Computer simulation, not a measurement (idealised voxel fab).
The name of this process module is voxel plated lines.
FYI the section here is cut, 195 nm wide, cells are 5 nm squares.
The cross-sections in this document take the form of a grid made of square cells. They are written out as bands, in order from top to bottom. Each band consists of one or more rows of cells. Heads up on the band format: heights come first, top then bottom, in nm. After that it's the materials left to right, each with its width in nm. A single material flagged "throughout" fills the whole band edge to edge, and "air" means there's empty space there. All heights in this document are referenced to 0, defined as the level beneath which the wafer, as received, consists entirely of one material. The lowest band is not bounded below; it extends indefinitely downward and is written in the form "0 -> down". A width given as "30..40" starts at the first number in the band's top row and ends at the second number in its bottom row, shifting by an equal amount at every step from row to row. For the purposes of this document, the phrase "no modifications" attached to a step denotes that no cell within the cross-section was modified by that step. "Fully enclosed voids" specifies each empty space that is not open to the top and that occupies no fewer than 8 cells, using the form width x height at distance, the distance measured from the left edge and all three quantities in nm. Whatever follows a step's settings on its line is a remark the simulator itself makes about that step. If you see "overlay nm" on a step's line and that step has a mask, it's telling you how far right of where it was planned the mask ended up; a negative number means it went left instead.

[The steps planned for the process are as follows]
1,RECEIVE: material Si
2,CONFORMAL_DEP: material SiN, thk nm 10
3,DIRECTIONAL_DEP: material TiN, thk nm 5
4,PATTERN: tone open, mask id LINES, material resist, width nm 15, pitch nm 35, thk nm 35, overlay nm 0
5,EPI: material Ru, thk nm 10
6,EPI: material Ru, thk nm 5
7,EPI: material Ru, thk nm 10
8,STRIP: etch materials resist
9,DIRECTIONAL_ETCH: etch materials TiN, depth nm 5
10,CONFORMAL_DEP: material SiCN, thk nm 5

[Cross-section of the incoming wafer, state after step 1]
0 -> down | Si throughout
Fully enclosed voids: none

[Module complete, cross-section. Starting point and plan per above. One mistake made in running the module]
45 -> 40 | air 55 nm, SiCN 80 nm, air 60 nm
40 -> 30 | air 55 nm, SiCN 5 nm, Ru 70 nm, SiCN 5 nm, air 60 nm
30 -> 25 | SiCN 60 nm, Ru 70 nm, SiCN 65 nm
25 -> 15 | Ru throughout
15 -> 10 | TiN throughout
10 -> 0 | SiN throughout
0 -> down | Si throughout
Fully enclosed voids: none
In executing the process, a mistake was made relative to the plan: order of steps 7 and 8 inverted relative to the plan
